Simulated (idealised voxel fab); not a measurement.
Title: Process Module voxel wiring stack
The cross-section shown here is cut; it is 160 nm wide and divided into square cells measuring 5 nm on a side.
Just so we're on the same page, the cross-sections are grids of square cells, and they're listed out in bands top to bottom, each band one or more rows deep. Each band's line starts with the height of the band's top and of its bottom, in nm. Then come its materials from left to right, each with its width in nm. One material with "full width" fills the band from edge to edge. "empty" is empty space. Heights are expressed relative to 0, this being the level below which the as-received wafer comprises one material exclusively. The lowest band is unbounded in the downward direction and is denoted as in "z 0 and below". Think of "30->40" as a width that walks from the first number to the second as you go down the band, top row to bottom row, taking equal-sized steps from row to row. Where the words "no modifications" appear for a step, the cross-section shows no cell changed by that step; every cell remained as before. "Closed cavities" means: voids of 8 cells or more that are shut off from the top with no open way through. Written width x height at distance, distance from the left edge, in nm. On a step's line, text after the settings is the simulator commenting on that step. overlay nm: right-of-plan distance of the mask on a masked step; negative values mean left-of-plan.

Steps planned for the process
1,RECEIVE, material Si
2,CONFORMAL_DEP, material SiO2, thk nm 15
3,DIRECTIONAL_DEP, material TiN, thk nm 5
4,DIRECTIONAL_DEP, material W, thk nm 15
5,DIRECTIONAL_DEP, material aC, thk nm 10
6,PATTERN, tone cover, mask id METAL_1, material resist, width nm 20, pitch nm 45, thk nm 25, overlay nm 0
7,DIRECTIONAL_ETCH, etch materials aC, depth nm 10
8,STRIP, etch materials resist
9,DIRECTIONAL_ETCH, etch materials W, depth nm 15
10,DIRECTIONAL_ETCH, etch materials TiN, depth nm 5
11,STRIP, etch materials aC
12,CONFORMAL_DEP, material SiN, thk nm 5
13,FILL_DEP, material lowk, thk nm 10
14,CMP, height nm 35
15,CONFORMAL_DEP, material SiCN, thk nm 5
16,DIRECTIONAL_DEP, material lowk, thk nm 20
17,PATTERN, tone open, mask id PLUG_1, material resist, width nm 15, thk nm 15, overlay nm 0
18,DIRECTIONAL_ETCH, etch materials lowk, depth nm 20
19,DIRECTIONAL_ETCH, etch materials SiCN, depth nm 5
20,STRIP, etch materials resist
21,CONFORMAL_DEP, material TiN, thk nm 5
22,FILL_DEP, material W, thk nm 5
23,CMP, height nm 60
24,CONFORMAL_DEP, material SiN, thk nm 5
25,DIRECTIONAL_DEP, material lowk, thk nm 20
26,PATTERN, tone open, mask id METAL_2, material resist, width nm 20, pitch nm 45, thk nm 15, overlay nm 0
27,DIRECTIONAL_ETCH, etch materials lowk, depth nm 20
28,DIRECTIONAL_ETCH, etch materials SiN, depth nm 5
29,STRIP, etch materials resist
30,CONFORMAL_DEP, material TiN, thk nm 5
31,FILL_DEP, material Ru, thk nm 5
32,CMP, height nm 85
33,CONFORMAL_DEP, material SiCN, thk nm 5
34,DIRECTIONAL_DEP, material lowk, thk nm 10
35,MASKED_ETCH, tone open, mask id PLUG_2, width nm 15, pitch nm 45, etch materials lowk, depth nm 10, overlay nm 0
36,MASKED_ETCH, tone open, mask id PLUG_2, width nm 15, pitch nm 45, etch materials SiCN, depth nm 5, overlay nm 0
37,EPI, material Ru, thk nm 10
38,EPI, material Ru, thk nm 5
39,CONFORMAL_DEP, material SiCN, thk nm 5
40,DIRECTIONAL_DEP, material SiO2, thk nm 20
41,PATTERN, tone open, mask id METAL_3, material resist, width nm 20, pitch nm 45, thk nm 20, overlay nm 0
42,DIRECTIONAL_ETCH, etch materials SiO2, depth nm 20
43,DIRECTIONAL_ETCH, etch materials SiCN, depth nm 5
44,STRIP, etch materials resist
45,CONFORMAL_DEP, material TiN, thk nm 5
46,FILL_DEP, material Cu, thk nm 5
47,CMP, height nm 125
48,EPI, material Ru, thk nm 5
49,FILL_DEP, material SiCN, thk nm 5

Step 1 complete: cross-section of the wafer as received
* z 0 and below: Si full width
* Closed cavities: none

Figure: cross-sectional view of the wafer upon completion of the module, processed from the initial state and according to the plan depicted above, with one error introduced during execution
* z 135 to 130: SiCN full width
* z 130 to 125: Ru full width
* z 125 to 120: Cu: 35; TiN: 5; SiO2: 5; TiN: 5; Cu: 30; TiN: 5; SiO2: 5; TiN: 5; Cu: 65
* z 120 to 115: TiN: 40; SiO2: 5; TiN: 5; Cu: 10; TiN: 25; SiO2: 5; TiN: 5; Cu: 10; TiN: 55
* z 115 to 105: SiO2: 45; TiN: 5; Cu: 10; TiN: 5; SiO2: 25; TiN: 5; Cu: 10; TiN: 5; SiO2: 50
* z 105 to 100: SiO2: 40; SiCN: 5; TiN: 20; SiO2: 20; SiCN: 5; TiN: 20; SiO2: 50
* z 100 to 95: SiO2: 40; SiCN: 5; lowk: 15; SiCN: 5; SiO2: 20; SiCN: 5; lowk: 15; SiCN: 5; SiO2: 50
* z 95 to 90: SiCN: 45; lowk: 15; SiCN: 30; lowk: 15; SiCN: 55
* z 90 to 85: SiCN full width
* z 85 to 65: lowk: 45; TiN: 5; Ru: 10; TiN: 5; lowk: 25; TiN: 5; Ru: 10; TiN: 5; lowk: 50
* z 65 to 60: SiN: 45; TiN: 20; SiN: 25; TiN: 20; SiN: 50
* z 60 to 40: lowk: 45; TiN: 5; W: 5; TiN: 5; lowk: 100
* z 40 to 35: SiCN: 45; TiN: 15; SiCN: 100
* z 35 to 20: lowk: 40; SiN: 5; W: 20; SiN: 5; lowk: 15; SiN: 5; W: 20; SiN: 5; lowk: 45
* z 20 to 15: SiN: 45; TiN: 20; SiN: 25; TiN: 20; SiN: 50
* z 15 to 0: SiO2 full width
* z 0 and below: Si full width
* Closed cavities: none
Against the plan, the run slipped here: heads up, step 35 didn't go per plan, it actually ran as MASKED_ETCH, tone cover, mask id PLUG_2, width nm 15, pitch nm 45, etch materials lowk, depth nm 10, overlay nm 0
